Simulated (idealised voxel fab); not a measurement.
Title: Process Module voxel transistor to metal
Shown is cross-section cut, with a width of 200 nm and square cells of size 5 nm.
Cross-section layout: square cells on a grid; listed as bands, top to bottom; a band spans one or more cell rows.
The entry gives the band's vertical extent as a top height and a bottom height in nm, then its horizontal make-up as materials from left to right, each with a width in nm. "air" stands for empty space; a single material marked "full width" fills the band edge to edge.
The reference from which all heights are counted is 0, the level beneath which the as-received wafer is entirely one material; the lowest band, having no lower bound, proceeds downward and is written after the example "from 0 down".
With a width like "30..40", each row of cells in the band differs from the next by the same amount, the top row carrying the first number and the bottom row the second.
When a step is marked "no modification", none of the cells in the cross-section changed during that step.
Basically, "Cavities, sealed" tells you about the enclosed voids: empty spaces with no open way to the top, 8 cells or bigger, each written width x height at distance, where distance is from the left edge, all in nm.
Where a step's line continues beyond its settings, the continuation is a remark by the simulator itself on that step.
overlay nm: on a step with a mask, how far right of its planned place the mask lay; negative means left.
Below you will find pairs of cross-sections. In each, one shows the wafer before one process step and the other after it, with the after view ending at the lowest band that changed. Under each pair is the step separating them, along with its settings. Do not assume the pairs form a chain: they can come from different runs of this module on the same starting wafer, and a pair continues from the pair above it only when its "State before" entry says so.
### State before
    from 0 down  Si full width
    Cavities, sealed: none
### Sectional View, Post-Process
    from 5 to 0  SiO2 full width
    Whatever lies below 0 is exactly as it was before.
    Cavities, sealed: none
Connecting step for the cross-sections above: op CONFORMAL_DEP | material SiO2 | thk nm 5
State before: Reference is made to the cross-section shown after the step in the pair directly above, which represents the state prior to this step.
### Sectional View, Post-Process
    from 20 to 5  SiN full width
    Whatever lies below 5 is exactly as it was before.
    Cavities, sealed: none
Connecting step for the cross-sections above: op CONFORMAL_DEP | material SiN | thk nm 15
State before: Reference is made to the cross-section shown after the step in the pair directly above, which represents the state prior to this step.
### Sectional View, Post-Process
    from 30 to 20  aC full width
    Whatever lies below 20 is exactly as it was before.
    Cavities, sealed: none
Connecting step for the cross-sections above: op DIRECTIONAL_DEP | material aC | thk nm 10
State before: Reference is made to the cross-section shown after the step in the pair directly above, which represents the state prior to this step.
### Sectional View, Post-Process
    from 60 to 30  45 of air  110 of resist  45 of air
    Whatever lies below 30 is exactly as it was before.
    Cavities, sealed: none
Connecting step for the cross-sections above: op PATTERN | tone cover | mask id ACTIVE | material resist | width nm 110 | thk nm 30 | overlay nm 0
State before: Reference is made to the cross-section shown after the step in the pair directly above, which represents the state prior to this step.
### Sectional View, Post-Process
    from 50 to 30  45 of air  110 of resist  45 of air
    from 30 to 20  45 of air  110 of aC  45 of air
    Whatever lies below 20 is exactly as it was before.
    Cavities, sealed: none
Connecting step for the cross-sections above: op DIRECTIONAL_ETCH | etch materials aC | depth nm 10
State before: Reference is made to the cross-section shown after the step in the pair directly above, which represents the state prior to this step.
### Sectional View, Post-Process
    from 30 to 20  45 of air  110 of aC  45 of air
    Whatever lies below 20 is exactly as it was before.
    Cavities, sealed: none
Connecting step for the cross-sections above: op STRIP | etch materials resist
State before: Reference is made to the cross-section shown after the step in the pair directly above, which represents the state prior to this step.
### Sectional View, Post-Process
    from 30 to 20  45 of air  110 of aC  45 of air
    from 20 to 5  45 of air  110 of SiN  45 of air
    Whatever lies below 5 is exactly as it was before.
    Cavities, sealed: none
Connecting step for the cross-sections above: op DIRECTIONAL_ETCH | etch materials SiN | depth nm 15
State before: Reference is made to the cross-section shown after the step in the pair directly above, which represents the state prior to this step.
### Sectional View, Post-Process
    from 30 to 20  45 of air  110 of aC  45 of air
    from 20 to 5  45 of air  110 of SiN  45 of air
    from 5 to 0  45 of air  110 of SiO2  45 of air
    Whatever lies below 0 is exactly as it was before.
    Cavities, sealed: none
Connecting step for the cross-sections above: op DIRECTIONAL_ETCH | etch materials SiO2 | depth nm 5
State before: Reference is made to the cross-section shown after the step in the pair directly above, which represents the state prior to this step.
### Sectional View, Post-Process
    from 30 to 20  45 of air  110 of aC  45 of air
    from 20 to 5  45 of air  110 of SiN  45 of air
    from 5 to 0  45 of air  110 of SiO2  45 of air
    from 0 to -30  45 of air  110 of Si  45 of air
    Whatever lies below -30 is exactly as it was before.
    Cavities, sealed: none
Connecting step for the cross-sections above: op DIRECTIONAL_ETCH | etch materials Si | depth nm 30
State before: Reference is made to the cross-section shown after the step in the pair directly above, which represents the state prior to this step.
### Sectional View, Post-Process
    from 20 to 5  45 of air  110 of SiN  45 of air
    Whatever lies below 5 is exactly as it was before.
    Cavities, sealed: none
Connecting step for the cross-sections above: op STRIP | etch materials aC
State before: Reference is made to the cross-section shown after the step in the pair directly above, which represents the state prior to this step.
### Sectional View, Post-Process
    from 20 to 5  45 of air  110 of SiN  45 of air
    from 5 to 0  45 of air  110 of SiO2  45 of air
    from 0 to -30  45 of air  5 of SiO2  100 of Si  5 of SiO2  45 of air
    from -30 to -35  50 of SiO2  100 of Si  50 of SiO2
    Whatever lies below -35 is exactly as it was before.
    Cavities, sealed: none
Connecting step for the cross-sections above: op OXIDIZE | depth nm 5
State before: Reference is made to the cross-section shown after the step in the pair directly above, which represents the state prior to this step.
### Sectional View, Post-Process
    from 35 to 20  SiO2 full width
    from 20 to 5  45 of SiO2  110 of SiN  45 of SiO2
    from 5 to 0  SiO2 full width
    from 0 to -35  50 of SiO2  100 of Si  50 of SiO2
    Whatever lies below -35 is exactly as it was before.
    Cavities, sealed: none
Connecting step for the cross-sections above: op FILL_DEP | material SiO2 | thk nm 15
State before: Reference is made to the cross-section shown after the step in the pair directly above, which represents the state prior to this step.
### Sectional View, Post-Process
    from 20 to 5  45 of SiO2  110 of SiN  45 of SiO2
    Whatever lies below 5 is exactly as it was before.
    Cavities, sealed: none
Connecting step for the cross-sections above: op CMP | height nm 20
State before: Reference is made to the cross-section shown after the step in the pair directly above, which represents the state prior to this step.
### Sectional View, Post-Process
    from 20 to 10  45 of air  110 of SiN  45 of air
    Whatever lies below 10 is exactly as it was before.
    Cavities, sealed: none
Connecting step for the cross-sections above: op SELECTIVE_ETCH | etch materials SiO2 | depth nm 10
State before: Reference is made to the cross-section shown after the step in the pair directly above, which represents the state prior to this step.
### Sectional View, Post-Process
    from 10 to 5  45 of SiO2  110 of air  45 of SiO2
    Whatever lies below 5 is exactly as it was before.
    Cavities, sealed: none
Connecting step for the cross-sections above: op STRIP | etch materials SiN
State before: Reference is made to the cross-section shown after the step in the pair directly above, which represents the state prior to this step.
### Sectional View, Post-Process
    from 5 to 0  40 of SiO2  120 of air  40 of SiO2
    Whatever lies below 0 is exactly as it was before.
    Cavities, sealed: none
Connecting step for the cross-sections above: op SELECTIVE_ETCH | etch materials SiO2 | depth nm 5
State before: Reference is made to the cross-section shown after the step in the pair directly above, which represents the state prior to this step.
### Sectional View, Post-Process
    from 5 to 0  40 of SiO2  120 of air  40 of SiO2
    from 0 to -5  SiO2 full width
    Whatever lies below -5 is exactly as it was before.
    Cavities, sealed: none
Connecting step for the cross-sections above: op OXIDIZE | depth nm 5
State before: Reference is made to the cross-section shown after the step in the pair directly above, which represents the state prior to this step.
### Sectional View, Post-Process
    from 30 to 25  40 of polySi  120 of air  40 of polySi
    from 25 to 5  polySi full width
    from 5 to 0  40 of SiO2  120 of polySi  40 of SiO2
    Whatever lies below 0 is exactly as it was before.
    Cavities, sealed: none
Connecting step for the cross-sections above: op DIRECTIONAL_DEP | material polySi | thk nm 25
State before: Reference is made to the cross-section shown after the step in the pair directly above, which represents the state prior to this step.
### Sectional View, Post-Process
    from 40 to 35  40 of SiCN  120 of air  40 of SiCN
    from 35 to 30  SiCN full width
    from 30 to 25  40 of polySi  120 of SiCN  40 of polySi
    Whatever lies below 25 is exactly as it was before.
    Cavities, sealed: none
Connecting step for the cross-sections above: op DIRECTIONAL_DEP | material SiCN | thk nm 10
State before: Reference is made to the cross-section shown after the step in the pair directly above, which represents the state prior to this step.
### Sectional View, Post-Process
    from 35 to 30  90 of air  20 of SiCN  90 of air
    from 30 to 25  40 of polySi  50 of air  20 of SiCN  50 of air  40 of polySi
    Whatever lies below 25 is exactly as it was before.
    Cavities, sealed: none
Connecting step for the cross-sections above: op MASKED_ETCH | tone cover | mask id GATE | width nm 20 | etch materials SiCN | depth nm 20 | overlay nm 0
State before: Reference is made to the cross-section shown after the step in the pair directly above, which represents the state prior to this step.
### Sectional View, Post-Process
    from 35 to 25  90 of air  20 of SiCN  90 of air
    from 25 to 5  90 of air  20 of polySi  90 of air
    from 5 to 0  40 of SiO2  50 of air  20 of polySi  50 of air  40 of SiO2
    Whatever lies below 0 is exactly as it was before.
    Cavities, sealed: none
Connecting step for the cross-sections above: op MASKED_ETCH | tone cover | mask id GATE | width nm 20 | etch materials polySi | depth nm 35 | overlay nm 0
State before: Reference is made to the cross-section shown after the step in the pair directly above, which represents the state prior to this step.
### Sectional View, Post-Process
    from 40 to 35  85 of air  30 of SiO2  85 of air
    from 35 to 25  85 of air  5 of SiO2  20 of SiCN  5 of SiO2  85 of air
    from 25 to 10  85 of air  5 of SiO2  20 of polySi  5 of SiO2  85 of air
    from 10 to 5  45 of SiO2  40 of air  5 of SiO2  20 of polySi  5 of SiO2  40 of air  45 of SiO2
    from 5 to 0  90 of SiO2  20 of polySi  90 of SiO2
    Whatever lies below 0 is exactly as it was before.
    Cavities, sealed: none
Connecting step for the cross-sections above: op CONFORMAL_DEP | material SiO2 | thk nm 5
State before: Reference is made to the cross-section shown after the step in the pair directly above, which represents the state prior to this step.
### Sectional View, Post-Process
    from 35 to 25  85 of air  5 of SiO2  20 of SiCN  5 of SiO2  85 of air
    from 25 to 5  85 of air  5 of SiO2  20 of polySi  5 of SiO2  85 of air
    from 5 to 0  45 of SiO2  40 of air  5 of SiO2  20 of polySi  5 of SiO2  40 of air  45 of SiO2
    Whatever lies below 0 is exactly as it was before.
    Cavities, sealed: none
Connecting step for the cross-sections above: op DIRECTIONAL_ETCH | etch materials SiO2 | depth nm 5
State before: Reference is made to the cross-section shown after the step in the pair directly above, which represents the state prior to this step.
### Sectional View, Post-Process
    from 40 to 35  80 of air  40 of SiN  80 of air
    from 35 to 25  80 of air  5 of SiN  5 of SiO2  20 of SiCN  5 of SiO2  5 of SiN  80 of air
    from 25 to 10  80 of air  5 of SiN  5 of SiO2  20 of polySi  5 of SiO2  5 of SiN  80 of air
    from 10 to 5  50 of SiN  30 of air  5 of SiN  5 of SiO2  20 of polySi  5 of SiO2  5 of SiN  30 of air  50 of SiN
    from 5 to 0  45 of SiO2  40 of SiN  5 of SiO2  20 of polySi  5 of SiO2  40 of SiN  45 of SiO2
    Whatever lies below 0 is exactly as it was before.
    Cavities, sealed: none
Connecting step for the cross-sections above: op CONFORMAL_DEP | material SiN | thk nm 5
State before: Reference is made to the cross-section shown after the step in the pair directly above, which represents the state prior to this step.
### Sectional View, Post-Process
    from 35 to 25  80 of air  5 of SiN  5 of SiO2  20 of SiCN  5 of SiO2  5 of SiN  80 of air
    from 25 to 5  80 of air  5 of SiN  5 of SiO2  20 of polySi  5 of SiO2  5 of SiN  80 of air
    from 5 to 0  45 of SiO2  5 of SiN  30 of air  5 of SiN  5 of SiO2  20 of polySi  5 of SiO2  5 of SiN  30 of air  5 of SiN  45 of SiO2
    Whatever lies below 0 is exactly as it was before.
    Cavities, sealed: none
Connecting step for the cross-sections above: op DIRECTIONAL_ETCH | etch materials SiN | depth nm 5
State before: Reference is made to the cross-section shown after the step in the pair directly above, which represents the state prior to this step.
### Sectional View, Post-Process
    from 35 to 30  80 of air  5 of SiN  5 of air  20 of SiCN  5 of air  5 of SiN  80 of air
    from 30 to 25  80 of air  5 of SiN  5 of SiO2  20 of SiCN  5 of SiO2  5 of SiN  80 of air
    from 25 to 5  80 of air  5 of SiN  5 of SiO2  20 of polySi  5 of SiO2  5 of SiN  80 of air
    from 5 to 0  45 of air  5 of SiN  30 of air  5 of SiN  5 of SiO2  20 of polySi  5 of SiO2  5 of SiN  30 of air  5 of SiN  45 of air
    from 0 to -5  50 of SiO2  30 of air  40 of SiO2  30 of air  50 of SiO2
    Whatever lies below -5 is exactly as it was before.
    Cavities, sealed: none
Connecting step for the cross-sections above: op DIRECTIONAL_ETCH | etch materials SiO2 | depth nm 5
State before: Reference is made to the cross-section shown after the step in the pair directly above, which represents the state prior to this step.
### Sectional View, Post-Process
    from 35 to 30  80 of air  5 of SiN  5 of air  20 of SiCN  5 of air  5 of SiN  80 of air
    from 30 to 25  80 of air  5 of SiN  5 of SiO2  20 of SiCN  5 of SiO2  5 of SiN  80 of air
    from 25 to 5  80 of air  5 of SiN  5 of SiO2  20 of polySi  5 of SiO2  5 of SiN  80 of air
    from 5 to 0  45 of air  5 of SiN  30 of air  5 of SiN  5 of SiO2  20 of polySi  5 of SiO2  5 of SiN  30 of air  5 of SiN  45 of air
    from 0 to -5  50 of SiO2  30 of air  40 of SiO2  30 of air  50 of SiO2
    from -5 to -20  50 of SiO2  30 of air  40 of Si  30 of air  50 of SiO2
    Whatever lies below -20 is exactly as it was before.
    Cavities, sealed: none
Connecting step for the cross-sections above: op DIRECTIONAL_ETCH | etch materials Si | depth nm 15
State before: Reference is made to the cross-section shown after the step in the pair directly above, which represents the state prior to this step.
### Sectional View, Post-Process
    from 35 to 30  80 of air  5 of SiN  5 of air  20 of SiCN  5 of air  5 of SiN  80 of air
    from 30 to 25  80 of air  5 of SiN  5 of SiO2  20 of SiCN  5 of SiO2  5 of SiN  80 of air
    from 25 to 10  80 of air  5 of SiN  5 of SiO2  20 of polySi  5 of SiO2  5 of SiN  80 of air
    from 10 to 5  65 of air  15 of nSi  5 of SiN  5 of SiO2  20 of polySi  5 of SiO2  5 of SiN  15 of nSi  65 of air
    from 5 to 0  45 of air  5 of SiN  15 of air  15 of nSi  5 of SiN  5 of SiO2  20 of polySi  5 of SiO2  5 of SiN  15 of nSi  15 of air  5 of SiN  45 of air
    from 0 to -5  50 of SiO2  15 of air  15 of nSi  40 of SiO2  15 of nSi  15 of air  50 of SiO2
    from -5 to -20  50 of SiO2  30 of nSi  40 of Si  30 of nSi  50 of SiO2
    Whatever lies below -20 is exactly as it was before.
    Cavities, sealed: none
Connecting step for the cross-sections above: op EPI | material nSi | thk nm 15
State before: Reference is made to the cross-section shown after the step in the pair directly above, which represents the state prior to this step.
### Sectional View, Post-Process
    from 45 to 35  SiO2 full width
    from 35 to 25  80 of SiO2  5 of SiN  5 of SiO2  20 of SiCN  5 of SiO2  5 of SiN  80 of SiO2
    from 25 to 10  80 of SiO2  5 of SiN  5 of SiO2  20 of polySi  5 of SiO2  5 of SiN  80 of SiO2
    from 10 to 5  65 of SiO2  15 of nSi  5 of SiN  5 of SiO2  20 of polySi  5 of SiO2  5 of SiN  15 of nSi  65 of SiO2
    from 5 to 0  45 of SiO2  5 of SiN  15 of SiO2  15 of nSi  5 of SiN  5 of SiO2  20 of polySi  5 of SiO2  5 of SiN  15 of nSi  15 of SiO2  5 of SiN  45 of SiO2
    from 0 to -5  65 of SiO2  15 of nSi  40 of SiO2  15 of nSi  65 of SiO2
    Whatever lies below -5 is exactly as it was before.
    Cavities, sealed: none
Connecting step for the cross-sections above: op FILL_DEP | material SiO2 | thk nm 10
State before: Reference is made to the cross-section shown after the step in the pair directly above, which represents the state prior to this step.
### Sectional View, Post-Process
    from 35 to 25  80 of SiO2  5 of SiN  5 of SiO2  20 of SiCN  5 of SiO2  5 of SiN  80 of SiO2
    Whatever lies below 25 is exactly as it was before.
    Cavities, sealed: none
Connecting step for the cross-sections above: op CMP | height nm 35
State before: Reference is made to the cross-section shown after the step in the pair directly above, which represents the state prior to this step.
### Sectional View, Post-Process
    from 45 to 35  SiO2 full width
    Whatever lies below 35 is exactly as it was before.
    Cavities, sealed: none
Connecting step for the cross-sections above: op DIRECTIONAL_DEP | material SiO2 | thk nm 10
State before: Reference is made to the cross-section shown after the step in the pair directly above, which represents the state prior to this step.
### Sectional View, Post-Process
    from 60 to 45  aC full width
    Whatever lies below 45 is exactly as it was before.
    Cavities, sealed: none
Connecting step for the cross-sections above: op DIRECTIONAL_DEP | material aC | thk nm 15
State before: Reference is made to the cross-section shown after the step in the pair directly above, which represents the state prior to this step.
### Sectional View, Post-Process
    from 95 to 60  55 of resist  15 of air  60 of resist  15 of air  55 of resist
    Whatever lies below 60 is exactly as it was before.
    Cavities, sealed: none
Connecting step for the cross-sections above: op PATTERN | tone open | mask id CONTACT | material resist | width nm 15 | pitch nm 75 | thk nm 35 | overlay nm 0
State before: Reference is made to the cross-section shown after the step in the pair directly above, which represents the state prior to this step.
### Sectional View, Post-Process
    from 80 to 60  55 of resist  15 of air  60 of resist  15 of air  55 of resist
    from 60 to 45  55 of aC  15 of air  60 of aC  15 of air  55 of aC
    Whatever lies below 45 is exactly as it was before.
    Cavities, sealed: none
Connecting step for the cross-sections above: op DIRECTIONAL_ETCH | etch materials aC | depth nm 15
State before: Reference is made to the cross-section shown after the step in the pair directly above, which represents the state prior to this step.
### Sectional View, Post-Process
    from 60 to 45  55 of aC  15 of air  60 of aC  15 of air  55 of aC
    Whatever lies below 45 is exactly as it was before.
    Cavities, sealed: none
Connecting step for the cross-sections above: op STRIP | etch materials resist
State before: Reference is made to the cross-section shown after the step in the pair directly above, which represents the state prior to this step.
### Sectional View, Post-Process
    from 60 to 45  55 of aC  15 of air  60 of aC  15 of air  55 of aC
    from 45 to 35  55 of SiO2  15 of air  60 of SiO2  15 of air  55 of SiO2
    from 35 to 25  55 of SiO2  15 of air  10 of SiO2  5 of SiN  5 of SiO2  20 of SiCN  5 of SiO2  5 of SiN  10 of SiO2  15 of air  55 of SiO2
    from 25 to 10  55 of SiO2  15 of air  10 of SiO2  5 of SiN  5 of SiO2  20 of polySi  5 of SiO2  5 of SiN  10 of SiO2  15 of air  55 of SiO2
    from 10 to 5  55 of SiO2  10 of air  15 of nSi  5 of SiN  5 of SiO2  20 of polySi  5 of SiO2  5 of SiN  15 of nSi  10 of air  55 of SiO2
    from 5 to 0  45 of SiO2  5 of SiN  5 of SiO2  10 of air  15 of nSi  5 of SiN  5 of SiO2  20 of polySi  5 of SiO2  5 of SiN  15 of nSi  10 of air  5 of SiO2  5 of SiN  45 of SiO2
    from 0 to -5  55 of SiO2  10 of air  15 of nSi  40 of SiO2  15 of nSi  10 of air  55 of SiO2
    Whatever lies below -5 is exactly as it was before.
    Cavities, sealed: none
Connecting step for the cross-sections above: op DIRECTIONAL_ETCH | etch materials SiO2 | depth nm 50
State before: Reference is made to the cross-section shown after the step in the pair directly above, which represents the state prior to this step.
### Sectional View, Post-Process
    from 45 to 35  55 of SiO2  15 of air  60 of SiO2  15 of air  55 of SiO2
    Whatever lies below 35 is exactly as it was before.
    Cavities, sealed: none
Connecting step for the cross-sections above: op STRIP | etch materials aC
State before: Reference is made to the cross-section shown after the step in the pair directly above, which represents the state prior to this step.
### Sectional View, Post-Process
    from 50 to 45  60 of TiN  5 of air  70 of TiN  5 of air  60 of TiN
    from 45 to 35  55 of SiO2  5 of TiN  5 of air  5 of TiN  60 of SiO2  5 of TiN  5 of air  5 of TiN  55 of SiO2
    from 35 to 25  55 of SiO2  5 of TiN  5 of air  5 of TiN  10 of SiO2  5 of SiN  5 of SiO2  20 of SiCN  5 of SiO2  5 of SiN  10 of SiO2  5 of TiN  5 of air  5 of TiN  55 of SiO2
    from 25 to 15  55 of SiO2  5 of TiN  5 of air  5 of TiN  10 of SiO2  5 of SiN  5 of SiO2  20 of polySi  5 of SiO2  5 of SiN  10 of SiO2  5 of TiN  5 of air  5 of TiN  55 of SiO2
    from 15 to 10  55 of SiO2  15 of TiN  10 of SiO2  5 of SiN  5 of SiO2  20 of polySi  5 of SiO2  5 of SiN  10 of SiO2  15 of TiN  55 of SiO2
    from 10 to 5  55 of SiO2  10 of TiN  15 of nSi  5 of SiN  5 of SiO2  20 of polySi  5 of SiO2  5 of SiN  15 of nSi  10 of TiN  55 of SiO2
    from 5 to 0  45 of SiO2  5 of SiN  5 of SiO2  10 of TiN  15 of nSi  5 of SiN  5 of SiO2  20 of polySi  5 of SiO2  5 of SiN  15 of nSi  10 of TiN  5 of SiO2  5 of SiN  45 of SiO2
    from 0 to -5  55 of SiO2  10 of TiN  15 of nSi  40 of SiO2  15 of nSi  10 of TiN  55 of SiO2
    Whatever lies below -5 is exactly as it was before.
    Cavities, sealed: none
Connecting step for the cross-sections above: op CONFORMAL_DEP | material TiN | thk nm 5
State before: Reference is made to the cross-section shown after the step in the pair directly above, which represents the state prior to this step.
### Sectional View, Post-Process
    from 60 to 50  Ru full width
    from 50 to 45  60 of TiN  5 of Ru  70 of TiN  5 of Ru  60 of TiN
    from 45 to 35  55 of SiO2  5 of TiN  5 of Ru  5 of TiN  60 of SiO2  5 of TiN  5 of Ru  5 of TiN  55 of SiO2
    from 35 to 25  55 of SiO2  5 of TiN  5 of Ru  5 of TiN  10 of SiO2  5 of SiN  5 of SiO2  20 of SiCN  5 of SiO2  5 of SiN  10 of SiO2  5 of TiN  5 of Ru  5 of TiN  55 of SiO2
    from 25 to 15  55 of SiO2  5 of TiN  5 of Ru  5 of TiN  10 of SiO2  5 of SiN  5 of SiO2  20 of polySi  5 of SiO2  5 of SiN  10 of SiO2  5 of TiN  5 of Ru  5 of TiN  55 of SiO2
    Whatever lies below 15 is exactly as it was before.
    Cavities, sealed: none
Connecting step for the cross-sections above: op FILL_DEP | material Ru | thk nm 10
State before: Reference is made to the cross-section shown after the step in the pair directly above, which represents the state prior to this step.
### Sectional View, Post-Process
    from 45 to 35  55 of SiO2  5 of TiN  5 of Ru  5 of TiN  60 of SiO2  5 of TiN  5 of Ru  5 of TiN  55 of SiO2
    Whatever lies below 35 is exactly as it was before.
    Cavities, sealed: none
Connecting step for the cross-sections above: op CMP | height nm 45
State before: Reference is made to the cross-section shown after the step in the pair directly above, which represents the state prior to this step.
### Sectional View, Post-Process
    from 50 to 45  TiN full width
    Whatever lies below 45 is exactly as it was before.
    Cavities, sealed: none
Connecting step for the cross-sections above: op DIRECTIONAL_DEP | material TiN | thk nm 5
State before: Reference is made to the cross-section shown after the step in the pair directly above, which represents the state prior to this step.
### Sectional View, Post-Process
    from 65 to 50  Ru full width
    Whatever lies below 50 is exactly as it was before.
    Cavities, sealed: none
Connecting step for the cross-sections above: op DIRECTIONAL_DEP | material Ru | thk nm 15
State before: Reference is made to the cross-section shown after the step in the pair directly above, which represents the state prior to this step.
### Sectional View, Post-Process
    from 75 to 65  aC full width
    Whatever lies below 65 is exactly as it was before.
    Cavities, sealed: none
Connecting step for the cross-sections above: op DIRECTIONAL_DEP | material aC | thk nm 10
State before: Reference is made to the cross-section shown after the step in the pair directly above, which represents the state prior to this step.
### Sectional View, Post-Process
    from 105 to 75  55 of air  15 of resist  60 of air  15 of resist  55 of air
    Whatever lies below 75 is exactly as it was before.
    Cavities, sealed: none
Connecting step for the cross-sections above: op PATTERN | tone cover | mask id METAL_1 | material resist | width nm 15 | pitch nm 75 | thk nm 30 | overlay nm 0
State before: Reference is made to the cross-section shown after the step in the pair directly above, which represents the state prior to this step.
### Sectional View, Post-Process
    from 95 to 75  55 of air  15 of resist  60 of air  15 of resist  55 of air
    from 75 to 65  55 of air  15 of aC  60 of air  15 of aC  55 of air
    Whatever lies below 65 is exactly as it was before.
    Cavities, sealed: none
Connecting step for the cross-sections above: op DIRECTIONAL_ETCH | etch materials aC | depth nm 10
State before: Reference is made to the cross-section shown after the step in the pair directly above, which represents the state prior to this step.
### Sectional View, Post-Process
    from 75 to 65  55 of air  15 of aC  60 of air  15 of aC  55 of air
    Whatever lies below 65 is exactly as it was before.
    Cavities, sealed: none
Connecting step for the cross-sections above: op STRIP | etch materials resist
State before: Reference is made to the cross-section shown after the step in the pair directly above, which represents the state prior to this step.
### Sectional View, Post-Process
    from 75 to 65  55 of air  15 of aC  60 of air  15 of aC  55 of air
    from 65 to 50  55 of air  15 of Ru  60 of air  15 of Ru  55 of air
    Whatever lies below 50 is exactly as it was before.
    Cavities, sealed: none
Connecting step for the cross-sections above: op DIRECTIONAL_ETCH | etch materials Ru | depth nm 15
State before: Reference is made to the cross-section shown after the step in the pair directly above, which represents the state prior to this step.
### Sectional View, Post-Process
    from 75 to 65  55 of air  15 of aC  60 of air  15 of aC  55 of air
    from 65 to 50  55 of air  15 of Ru  60 of air  15 of Ru  55 of air
    from 50 to 45  55 of air  15 of TiN  60 of air  15 of TiN  55 of air
    Whatever lies below 45 is exactly as it was before.
    Cavities, sealed: none
Connecting step for the cross-sections above: op DIRECTIONAL_ETCH | etch materials TiN | depth nm 5
State before: Reference is made to the cross-section shown after the step in the pair directly above, which represents the state prior to this step.
### Sectional View, Post-Process
    from 65 to 50  55 of air  15 of Ru  60 of air  15 of Ru  55 of air
    Whatever lies below 50 is exactly as it was before.
    Cavities, sealed: none
Connecting step for the cross-sections above: op STRIP | etch materials aC
State before: Reference is made to the cross-section shown after the step in the pair directly above, which represents the state prior to this step.
### Sectional View, Post-Process
    from 75 to 65  SiO2 full width
    from 65 to 50  55 of SiO2  15 of Ru  60 of SiO2  15 of Ru  55 of SiO2
    from 50 to 45  55 of SiO2  15 of TiN  60 of SiO2  15 of TiN  55 of SiO2
    Whatever lies below 45 is exactly as it was before.
    Cavities, sealed: none
Connecting step for the cross-sections above: op FILL_DEP | material SiO2 | thk nm 10
State before: Reference is made to the cross-section shown after the step in the pair directly above, which represents the state prior to this step.
### Sectional View, Post-Process
    from 65 to 50  55 of SiO2  15 of Ru  60 of SiO2  15 of Ru  55 of SiO2
    Whatever lies below 50 is exactly as it was before.
    Cavities, sealed: none
Connecting step for the cross-sections above: op CMP | height nm 65
State before: Reference is made to the cross-section shown after the step in the pair directly above, which represents the state prior to this step.
### Sectional View, Post-Process
    from 70 to 65  SiCN full width
    Whatever lies below 65 is exactly as it was before.
    Cavities, sealed: none
Connecting step for the cross-sections above: op CONFORMAL_DEP | material SiCN | thk nm 5
State before: Reference is made to the cross-section shown after the step in the pair directly above, which represents the state prior to this step.
### Sectional View, Post-Process
    from 100 to 70  SiO2 full width
    Whatever lies below 70 is exactly as it was before.
    Cavities, sealed: none
Connecting step for the cross-sections above: op DIRECTIONAL_DEP | material SiO2 | thk nm 30
State before: Reference is made to the cross-section shown after the step in the pair directly above, which represents the state prior to this step.
### Sectional View, Post-Process
    from 115 to 100  aC full width
    Whatever lies below 100 is exactly as it was before.
    Cavities, sealed: none
Connecting step for the cross-sections above: op DIRECTIONAL_DEP | material aC | thk nm 15
State before: Reference is made to the cross-section shown after the step in the pair directly above, which represents the state prior to this step.
### Sectional View, Post-Process
    from 145 to 115  55 of resist  15 of air  60 of resist  15 of air  55 of resist
    Whatever lies below 115 is exactly as it was before.
    Cavities, sealed: none
Connecting step for the cross-sections above: op PATTERN | tone open | mask id METAL_2 | material resist | width nm 15 | pitch nm 75 | thk nm 30 | overlay nm 0
State before: Reference is made to the cross-section shown after the step in the pair directly above, which represents the state prior to this step.
### Sectional View, Post-Process
    from 130 to 115  55 of resist  15 of air  60 of resist  15 of air  55 of resist
    from 115 to 100  55 of aC  15 of air  60 of aC  15 of air  55 of aC
    Whatever lies below 100 is exactly as it was before.
    Cavities, sealed: none
Connecting step for the cross-sections above: op DIRECTIONAL_ETCH | etch materials aC | depth nm 15
State before: Reference is made to the cross-section shown after the step in the pair directly above, which represents the state prior to this step.
### Sectional View, Post-Process
    from 115 to 100  55 of aC  15 of air  60 of aC  15 of air  55 of aC
    Whatever lies below 100 is exactly as it was before.
    Cavities, sealed: none
Connecting step for the cross-sections above: op STRIP | etch materials resist
State before: Reference is made to the cross-section shown after the step in the pair directly above, which represents the state prior to this step.
### Sectional View, Post-Process
    from 115 to 100  55 of aC  15 of air  60 of aC  15 of air  55 of aC
    from 100 to 80  55 of SiO2  15 of air  60 of SiO2  15 of air  55 of SiO2
    Whatever lies below 80 is exactly as it was before.
    Cavities, sealed: none
Connecting step for the cross-sections above: op DIRECTIONAL_ETCH | etch materials SiO2 | depth nm 20
State before: Reference is made to the cross-section shown after the step in the pair directly above, which represents the state prior to this step.
### Sectional View, Post-Process
    from 100 to 80  55 of SiO2  15 of air  60 of SiO2  15 of air  55 of SiO2
    Whatever lies below 80 is exactly as it was before.
    Cavities, sealed: none
Connecting step for the cross-sections above: op STRIP | etch materials aC
State before: Reference is made to the cross-section shown after the step in the pair directly above, which represents the state prior to this step.
### Sectional View, Post-Process
    from 120 to 100  55 of resist  15 of air  60 of resist  15 of air  55 of resist
    Whatever lies below 100 is exactly as it was before.
    Cavities, sealed: none
Connecting step for the cross-sections above: op PATTERN | tone open | mask id METAL_2_HOLES | material resist | width nm 15 | pitch nm 75 | thk nm 20 | overlay nm 0
State before: Reference is made to the cross-section shown after the step in the pair directly above, which represents the state prior to this step.
### Sectional View, Post-Process
    from 120 to 100  55 of resist  15 of air  60 of resist  15 of air  55 of resist
    from 100 to 70  55 of SiO2  15 of air  60 of SiO2  15 of air  55 of SiO2
    Whatever lies below 70 is exactly as it was before.
    Cavities, sealed: none
Connecting step for the cross-sections above: op DIRECTIONAL_ETCH | etch materials SiO2 | depth nm 10
State before: Reference is made to the cross-section shown after the step in the pair directly above, which represents the state prior to this step.
### Sectional View, Post-Process
    from 120 to 100  55 of resist  15 of air  60 of resist  15 of air  55 of resist
    from 100 to 70  55 of SiO2  15 of air  60 of SiO2  15 of air  55 of SiO2
    from 70 to 65  55 of SiCN  15 of air  60 of SiCN  15 of air  55 of SiCN
    Whatever lies below 65 is exactly as it was before.
    Cavities, sealed: none
Connecting step for the cross-sections above: op DIRECTIONAL_ETCH | etch materials SiCN | depth nm 5
State before: Reference is made to the cross-section shown after the step in the pair directly above, which represents the state prior to this step.
### Sectional View, Post-Process
    from 100 to 70  55 of SiO2  15 of air  60 of SiO2  15 of air  55 of SiO2
    Whatever lies below 70 is exactly as it was before.
    Cavities, sealed: none
Connecting step for the cross-sections above: op STRIP | etch materials resist
State before: Reference is made to the cross-section shown after the step in the pair directly above, which represents the state prior to this step.
### Sectional View, Post-Process
    from 105 to 100  60 of TiN  5 of air  70 of TiN  5 of air  60 of TiN
    from 100 to 70  55 of SiO2  5 of TiN  5 of air  5 of TiN  60 of SiO2  5 of TiN  5 of air  5 of TiN  55 of SiO2
    from 70 to 65  55 of SiCN  15 of TiN  60 of SiCN  15 of TiN  55 of SiCN
    Whatever lies below 65 is exactly as it was before.
    Cavities, sealed: none
Connecting step for the cross-sections above: op CONFORMAL_DEP | material TiN | thk nm 5
